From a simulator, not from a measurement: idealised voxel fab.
process module | voxel trench capacitor
cross-section cut | 285 nm wide | cells 5 nm
A cross-section is a grid of square cells, given in bands from the top down. A band is one or more rows of cells.
Each band's line starts with the height of the band's top and of its bottom, in nm. Then come its materials from left to right, each with its width in nm. One material with "throughout" fills the band from edge to edge. "air" is empty space.
Height 0 is the level under which the wafer as received is all one material. The lowest band goes on downwards, as in "0 down".
A width such as "30 to 40" changes by the same amount from each row of cells to the next, from the band's top row to its bottom row.
"no change" after a step means that no cell of the cross-section changed.
closed voids: empty space of 8 cells or more with no open way to the top, each as width x height at its distance from the left edge, in nm
after a step's settings: what the simulator itself notes on the step
overlay nm, on a step with a mask: how far to the right of its planned place the mask lay; to the left if negative
plan
1 op RECEIVE | material Si
2 op CONFORMAL_DEP | material SiN | thk nm 5
3 op DIRECTIONAL_DEP | material aC | thk nm 10
4 op PATTERN | tone open | mask id TRENCH | material resist | width nm 25 | pitch nm 40 | thk nm 30 | overlay nm 0
5 op DIRECTIONAL_ETCH | etch materials aC | depth nm 10
6 op STRIP | etch materials resist
7 op DIRECTIONAL_ETCH | etch materials SiN | depth nm 5
8 op DIRECTIONAL_ETCH | etch materials Si | depth nm 40
9 op STRIP | etch materials aC
10 op CONFORMAL_DEP | material Al2O3 | thk nm 5
11 op CONFORMAL_DEP | material TiN | thk nm 5
12 op FILL_DEP | material W | thk nm 10
13 op CMP | height nm 5
as received, after step 1
  0 down: Si throughout
  closed voids: none
first wafer at the end, as planned
  5 to 0: SiN 110 | Al2O3 5 | TiN 5 | W 5 | TiN 5 | Al2O3 5 | SiN 15 | Al2O3 5 | TiN 5 | W 5 | TiN 5 | Al2O3 5 | SiN 110
  0 to -30: Si 110 | Al2O3 5 | TiN 5 | W 5 | TiN 5 | Al2O3 5 | Si 15 | Al2O3 5 | TiN 5 | W 5 | TiN 5 | Al2O3 5 | Si 110
  -30 to -35: Si 110 | Al2O3 5 | TiN 15 | Al2O3 5 | Si 15 | Al2O3 5 | TiN 15 | Al2O3 5 | Si 110
  -35 to -40: Si 110 | Al2O3 25 | Si 15 | Al2O3 25 | Si 110
  -40 down: Si throughout
  closed voids: none
second wafer at the end: like start, like plan, one mistake
  5 to 0: W 100 | TiN 5 | Al2O3 5 | SiN 25 | Al2O3 5 | TiN 5 | Al2O3 5 | SiN 25 | Al2O3 5 | TiN 5 | W 100
  0 to -30: W 100 | TiN 5 | Al2O3 5 | Si 25 | Al2O3 5 | TiN 5 | Al2O3 5 | Si 25 | Al2O3 5 | TiN 5 | W 100
  -30 to -35: TiN 105 | Al2O3 5 | Si 25 | Al2O3 5 | TiN 5 | Al2O3 5 | Si 25 | Al2O3 5 | TiN 105
  -35 to -40: Al2O3 110 | Si 25 | Al2O3 15 | Si 25 | Al2O3 110
  -40 down: Si throughout
  closed voids: none
what went wrong: step 4 ran as: op PATTERN | tone cover | mask id TRENCH | material resist | width nm 25 | pitch nm 40 | thk nm 30 | overlay nm 0
at the end the second wafer has, in cells: 37 more of Al2O3 | 296 fewer of Si | 37 fewer of SiN | 30 more of TiN | 266 more of W
